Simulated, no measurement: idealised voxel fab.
Process module under the name voxel fin reveal
295 nm wide, 5 nm square cells: that's cross-section cut.
How to read a cross-section here: the picture is a grid of square cells, written as bands going from the top down, and any band can span one or more rows of cells. Heights first: top, then bottom, in nm. Then materials, left to right, each with a width in nm. "full width" on a single material: fills the band edge to edge. "empty": empty space. Beneath 0, the wafer as received is one material, and that level is where height counting begins. The lowest band goes on downward without a bottom; it is written like "0 -> down". A width given as "30..40" starts at the first number in the band's top row and ends at the second number in its bottom row, shifting by an equal amount at every step from row to row. Where a step carries "no alteration", the cross-section came out of it unchanged, cell for cell. Each empty space that has no open way to the top and spans at least 8 cells appears under "Completely sealed voids" as width x height at distance, the distance counted from the left edge, all in nm. Note: text after step settings on the step line = simulator remark on that step. On any step carrying a mask, the "overlay nm" setting, if present on the step's line, tells how far right of its planned place the mask lay; negative values point to the left.
-- Steps planned for the process
1 RECEIVE: material Si
2 CONFORMAL_DEP: material SiN, thk nm 10
3 MASKED_ETCH: tone cover, mask id FINS, width nm 15, pitch nm 45, etch materials SiN, depth nm 10, overlay nm 0
4 MASKED_ETCH: tone cover, mask id FINS, width nm 15, pitch nm 45, etch materials Si, depth nm 40, overlay nm 0
5 OXIDIZE: depth nm 5
6 FILL_DEP: material SiO2, thk nm 15
7 CMP: height nm 10
8 SELECTIVE_ETCH: etch materials SiO2, depth nm 25
9 STRIP: etch materials SiN
Wafer-to-wafer difference: width nm, step 4. Common start. Plan = first wafer's value.
-- The first of several wafers, as received after step 1, seen in section
> 0 -> down  Si full width
> Completely sealed voids: none
-- For your reference, the table is organized with a row per wafer; each row reflects the wafer at the end of the module, indicating for each material the cells gained (+) or lost (-) since receipt, and thereafter its closed voids
width nm 15; -513 Si; +342 SiO2; Completely sealed voids: none
width nm 20; -497 Si; +330 SiO2; Completely sealed voids: none
width nm 25; -481 Si; +318 SiO2; Completely sealed voids: none
width nm 30; -465 Si; +306 SiO2; Completely sealed voids: none
